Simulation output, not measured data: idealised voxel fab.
The following is a process module called voxel capacitor over wiring.
Shown is cross-section cut, with a width of 180 nm and square cells of size 5 nm.
Notation: cross-section as square-cell grid; stated in bands, top first, going down; one or more cell rows per band. In this notation a band is specified by the heights of its top and bottom, in that order and in nm, after which its materials appear from left to right, each paired with its width in nm. The word "everywhere" attached to a single material means that material fills the band from edge to edge; the word "air" stands for empty space. Below 0: as-received wafer, all one material; heights counted from there. Lowest band: no bottom, goes on down, written "top 0, no bottom". A width given as "30 to 40" starts at the first number in the band's top row and ends at the second number in its bottom row, shifting by an equal amount at every step from row to row. No cell of the cross-section changed in a step that is given as "no change occurred". Entry "Closed void table". Content: empty spaces with no open connection to the top, size 8 cells or greater. Each: width x height at distance. Distance: from left edge. Unit: nm. The remark found on a step's line after its settings is issued by the simulator itself and pertains to that step. You can add "overlay nm" to a step's line. For a step with a mask, it describes how far the mask lay to the right of its planned position, and a negative number describes a lay to the left.

PLANNED STEP LIST FOR THE PROCESS
- 1: RECEIVE | material Si
- 2: CONFORMAL_DEP | material SiO2 | thk nm 15
- 3: CONFORMAL_DEP | material SiN | thk nm 5
- 4: DIRECTIONAL_DEP | material lowk | thk nm 20
- 5: DIRECTIONAL_DEP | material aC | thk nm 10
- 6: PATTERN | tone open | mask id METAL_1 | material resist | width nm 25 | pitch nm 75 | thk nm 30 | overlay nm 0
- 7: DIRECTIONAL_ETCH | etch materials aC | depth nm 10
- 8: STRIP | etch materials resist
- 9: DIRECTIONAL_ETCH | etch materials lowk | depth nm 20
- 10: DIRECTIONAL_ETCH | etch materials SiN | depth nm 5
- 11: STRIP | etch materials aC
- 12: CONFORMAL_DEP | material TiN | thk nm 5
- 13: FILL_DEP | material W | thk nm 10
- 14: CMP | height nm 40
- 15: CONFORMAL_DEP | material SiCN | thk nm 5
- 16: DIRECTIONAL_DEP | material lowk | thk nm 15
- 17: DIRECTIONAL_DEP | material aC | thk nm 15
- 18: PATTERN | tone open | mask id PLUG_1 | material resist | width nm 15 | thk nm 35 | overlay nm 0
- 19: DIRECTIONAL_ETCH | etch materials aC | depth nm 15
- 20: STRIP | etch materials resist
- 21: DIRECTIONAL_ETCH | etch materials lowk | depth nm 15
- 22: DIRECTIONAL_ETCH | etch materials SiCN | depth nm 5
- 23: STRIP | etch materials aC
- 24: CONFORMAL_DEP | material TiN | thk nm 5
- 25: FILL_DEP | material Ru | thk nm 5
- 26: CMP | height nm 60
- 27: DIRECTIONAL_DEP | material TiN | thk nm 10
- 28: DIRECTIONAL_DEP | material Al2O3 | thk nm 5
- 29: DIRECTIONAL_DEP | material TiN | thk nm 5
- 30: PATTERN | tone cover | mask id UPPER_PLATE | material resist | width nm 55 | thk nm 20 | overlay nm 0
- 31: DIRECTIONAL_ETCH | etch materials TiN | depth nm 5
- 32: DIRECTIONAL_ETCH | etch materials Al2O3 | depth nm 5
- 33: STRIP | etch materials resist
- 34: PATTERN | tone cover | mask id LOWER_PLATE | material resist | width nm 65 | thk nm 20 | overlay nm 0
- 35: DIRECTIONAL_ETCH | etch materials TiN | depth nm 10
- 36: STRIP | etch materials resist
- 37: FILL_DEP | material SiO2 | thk nm 20
- 38: CMP | height nm 95
- 39: DIRECTIONAL_DEP | material aC | thk nm 15
- 40: PATTERN | tone open | mask id PLUG_2 | material resist | width nm 15 | thk nm 30 | overlay nm 0
- 41: DIRECTIONAL_ETCH | etch materials aC | depth nm 15
- 42: STRIP | etch materials resist
- 43: DIRECTIONAL_ETCH | etch materials SiO2 | depth nm 15
- 44: STRIP | etch materials aC
- 45: CONFORMAL_DEP | material TiN | thk nm 5
- 46: FILL_DEP | material Cu | thk nm 10
- 47: CMP | height nm 95
- 48: CONFORMAL_DEP | material SiN | thk nm 5
varied across the wafers: thk nm of step 28. The plan shows the first wafer's value. All wafers start alike

CROSS-SECTION OF THE FIRST OF SEVERAL WAFERS AS RECEIVED (AFTER STEP 1)
    top 0, no bottom | Si everywhere
    Closed void table: none

FIRST OF SEVERAL WAFERS IN CROSS-SECTION AT MODULE END, FOLLOWING THE FINAL STEP, STEP 48
    top 100, bottom 95 | SiN everywhere
    top 95, bottom 85 | SiO2 60 nm / TiN 5 nm / Cu 5 nm / TiN 5 nm / SiO2 105 nm
    top 85, bottom 75 | SiO2 60 to 50 nm / TiN 15 to 55 nm / SiO2 105 to 75 nm
    top 75, bottom 70 | SiO2 50 nm / Al2O3 55 nm / SiO2 75 nm
    top 70, bottom 60 | SiO2 45 nm / TiN 65 nm / SiO2 70 nm
    top 60, bottom 45 | lowk 50 nm / TiN 5 nm / Ru 5 nm / TiN 5 nm / lowk 115 nm
    top 45, bottom 40 | SiCN 50 nm / TiN 15 nm / SiCN 115 nm
    top 40, bottom 20 | lowk 40 nm / TiN 5 nm / W 15 nm / TiN 5 nm / lowk 50 nm / TiN 5 nm / W 15 nm / TiN 5 nm / lowk 40 nm
    top 20, bottom 15 | SiN 40 nm / TiN 25 nm / SiN 50 nm / TiN 25 nm / SiN 40 nm
    top 15, bottom 0 | SiO2 everywhere
    top 0, no bottom | Si everywhere
    Closed void table: none

CROSS-SECTION OF THE LAST WAFER AT END OF MODULE
    top 100, bottom 95 | SiN everywhere
    top 95, bottom 90 | SiO2 50 nm / TiN 55 nm / SiO2 75 nm
    top 90, bottom 85 | SiO2 50 nm / Al2O3 55 nm / SiO2 75 nm
    top 85, bottom 70 | Al2O3 everywhere
    top 70, bottom 60 | TiN everywhere
    top 60, bottom 45 | lowk 50 nm / TiN 5 nm / Ru 5 nm / TiN 5 nm / lowk 115 nm
    top 45, bottom 40 | SiCN 50 nm / TiN 15 nm / SiCN 115 nm
    top 40, bottom 20 | lowk 40 nm / TiN 5 nm / W 15 nm / TiN 5 nm / lowk 50 nm / TiN 5 nm / W 15 nm / TiN 5 nm / lowk 40 nm
    top 20, bottom 15 | SiN 40 nm / TiN 25 nm / SiN 50 nm / TiN 25 nm / SiN 40 nm
    top 15, bottom 0 | SiO2 everywhere
    top 0, no bottom | Si everywhere
    Closed void table: none

FOR YOUR REFERENCE, THE TABLE IS ORGANIZED WITH A ROW PER WAFER; EACH ROW REFLECTS THE WAFER AT THE END OF THE MODULE, INDICATING FOR EACH MATERIAL THE CELLS GAINED (+) OR LOST (-) SINCE RECEIPT, AND THEREAFTER ITS CLOSED VOIDS
thk nm 5, +11 Al2O3, +2 Cu, +3 Ru, +33 SiCN, +62 SiN, +303 SiO2, +79 TiN, +24 W, +203 lowk, Closed void table: none
thk nm 10, +47 Al2O3, +1 Cu, +3 Ru, +33 SiCN, +62 SiN, +224 SiO2, +123 TiN, +24 W, +203 lowk, Closed void table: none
thk nm 15, +83 Al2O3, +3 Ru, +33 SiCN, +62 SiN, +191 SiO2, +121 TiN, +24 W, +203 lowk, Closed void table: none
thk nm 20, +119 Al2O3, +3 Ru, +33 SiCN, +62 SiN, +158 SiO2, +118 TiN, +24 W, +203 lowk, Closed void table: none
